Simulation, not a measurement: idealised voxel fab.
process module | voxel double patterning
cross-section cut | 160 nm wide | cells 5 nm
A cross-section is a grid of square cells, given in bands from the top down. A band is one or more rows of cells.
Each band's line starts with the height of the band's top and of its bottom, in nm. Then come its materials from left to right, each with its width in nm. One material with "throughout" fills the band from edge to edge. "air" is empty space.
Height 0 is the level under which the wafer as received is all one material. The lowest band goes on downwards, as in "0 down".
A width such as "30 to 40" changes by the same amount from each row of cells to the next, from the band's top row to its bottom row.
"no change" after a step means that no cell of the cross-section changed.
closed voids: empty space of 8 cells or more with no open way to the top, each as width x height at its distance from the left edge, in nm
after a step's settings: what the simulator itself notes on the step
overlay nm, on a step with a mask: how far to the right of its planned place the mask lay; to the left if negative
plan
1 op RECEIVE | material Si
2 op CONFORMAL_DEP | material SiO2 | thk nm 10
3 op DIRECTIONAL_DEP | material polySi | thk nm 15
4 op DIRECTIONAL_DEP | material SiCN | thk nm 10
5 op MASKED_ETCH | tone open | mask id FIRST | width nm 15 | pitch nm 50 | etch materials SiCN | depth nm 10 | overlay nm 0
6 op DIRECTIONAL_DEP | material aC | thk nm 10
7 op PATTERN | tone open | mask id SECOND | material resist | width nm 15 | pitch nm 50 | thk nm 25 | overlay nm 0
8 op DIRECTIONAL_ETCH | etch materials aC | depth nm 10
9 op STRIP | etch materials resist
10 op DIRECTIONAL_ETCH | etch materials SiCN | depth nm 10
11 op STRIP | etch materials aC
12 op DIRECTIONAL_ETCH | etch materials polySi | depth nm 15
13 op STRIP | etch materials SiCN
first wafer, as planned
as received, after step 1
  0 down: Si throughout
  closed voids: none
after step 2
  10 to 0: SiO2 throughout
  below 0: unchanged
after step 3
  25 to 10: polySi throughout
  below 10: unchanged
after step 4
  35 to 25: SiCN throughout
  below 25: unchanged
after step 5
  35 to 25: SiCN 20 | air 15 | SiCN 35 | air 15 | SiCN 35 | air 15 | SiCN 25
  below 25: unchanged
after step 6
  45 to 35: aC 20 | air 15 | aC 35 | air 15 | aC 35 | air 15 | aC 25
  35 to 25: SiCN 20 | aC 15 | SiCN 35 | aC 15 | SiCN 35 | aC 15 | SiCN 25
  below 25: unchanged
after step 7
  70 to 45: resist 45 | air 15 | resist 35 | air 15 | resist 50
  45 to 35: aC 20 | resist 15 | aC 35 | resist 15 | aC 35 | resist 15 | aC 25
  below 35: unchanged
after step 8
  60 to 45: resist 45 | air 15 | resist 35 | air 15 | resist 50
  45 to 35: aC 20 | resist 15 | aC 10 | air 15 | aC 10 | resist 15 | aC 10 | air 15 | aC 10 | resist 15 | aC 25
  below 35: unchanged
after step 9
  45 to 35: aC 20 | air 15 | aC 10 | air 15 | aC 10 | air 15 | aC 10 | air 15 | aC 10 | air 15 | aC 25
  below 35: unchanged
after step 10
  45 to 35: aC 20 | air 15 | aC 10 | air 15 | aC 10 | air 15 | aC 10 | air 15 | aC 10 | air 15 | aC 25
  35 to 25: SiCN 20 | aC 15 | SiCN 10 | air 15 | SiCN 10 | aC 15 | SiCN 10 | air 15 | SiCN 10 | aC 15 | SiCN 25
  below 25: unchanged
after step 11
  35 to 25: SiCN 20 | air 15 | SiCN 10 | air 15 | SiCN 10 | air 15 | SiCN 10 | air 15 | SiCN 10 | air 15 | SiCN 25
  below 25: unchanged
after step 12
  35 to 25: SiCN 20 | air 15 | SiCN 10 | air 15 | SiCN 10 | air 15 | SiCN 10 | air 15 | SiCN 10 | air 15 | SiCN 25
  25 to 10: polySi 20 | air 15 | polySi 10 | air 15 | polySi 10 | air 15 | polySi 10 | air 15 | polySi 10 | air 15 | polySi 25
  below 10: unchanged
after step 13
  25 to 10: polySi 20 | air 15 | polySi 10 | air 15 | polySi 10 | air 15 | polySi 10 | air 15 | polySi 10 | air 15 | polySi 25
  below 10: unchanged
second wafer: like start, like plan, one mistake. Through step 2 it matches the first wafer
when step 3 should have ended
  40 to 10: polySi throughout
  below 10: unchanged
when step 4 should have ended
  50 to 40: SiCN throughout
  below 40: unchanged
when step 5 should have ended
  50 to 40: SiCN 20 | air 15 | SiCN 35 | air 15 | SiCN 35 | air 15 | SiCN 25
  below 40: unchanged
when step 6 should have ended
  60 to 50: aC 20 | air 15 | aC 35 | air 15 | aC 35 | air 15 | aC 25
  50 to 40: SiCN 20 | aC 15 | SiCN 35 | aC 15 | SiCN 35 | aC 15 | SiCN 25
  below 40: unchanged
when step 7 should have ended
  85 to 60: resist 45 | air 15 | resist 35 | air 15 | resist 50
  60 to 50: aC 20 | resist 15 | aC 35 | resist 15 | aC 35 | resist 15 | aC 25
  below 50: unchanged
when step 8 should have ended
  75 to 60: resist 45 | air 15 | resist 35 | air 15 | resist 50
  60 to 50: aC 20 | resist 15 | aC 10 | air 15 | aC 10 | resist 15 | aC 10 | air 15 | aC 10 | resist 15 | aC 25
  below 50: unchanged
when step 9 should have ended
  60 to 50: aC 20 | air 15 | aC 10 | air 15 | aC 10 | air 15 | aC 10 | air 15 | aC 10 | air 15 | aC 25
  below 50: unchanged
when step 10 should have ended
  60 to 50: aC 20 | air 15 | aC 10 | air 15 | aC 10 | air 15 | aC 10 | air 15 | aC 10 | air 15 | aC 25
  50 to 40: SiCN 20 | aC 15 | SiCN 10 | air 15 | SiCN 10 | aC 15 | SiCN 10 | air 15 | SiCN 10 | aC 15 | SiCN 25
  below 40: unchanged
when step 11 should have ended
  50 to 40: SiCN 20 | air 15 | SiCN 10 | air 15 | SiCN 10 | air 15 | SiCN 10 | air 15 | SiCN 10 | air 15 | SiCN 25
  below 40: unchanged
when step 12 should have ended
  50 to 40: SiCN 20 | air 15 | SiCN 10 | air 15 | SiCN 10 | air 15 | SiCN 10 | air 15 | SiCN 10 | air 15 | SiCN 25
  40 to 25: polySi 20 | air 15 | polySi 10 | air 15 | polySi 10 | air 15 | polySi 10 | air 15 | polySi 10 | air 15 | polySi 25
  below 25: unchanged
when step 13 should have ended
  40 to 25: polySi 20 | air 15 | polySi 10 | air 15 | polySi 10 | air 15 | polySi 10 | air 15 | polySi 10 | air 15 | polySi 25
  below 25: unchanged
what went wrong: step 3 was run twice
at the end the second wafer has, in cells: 96 more of polySi
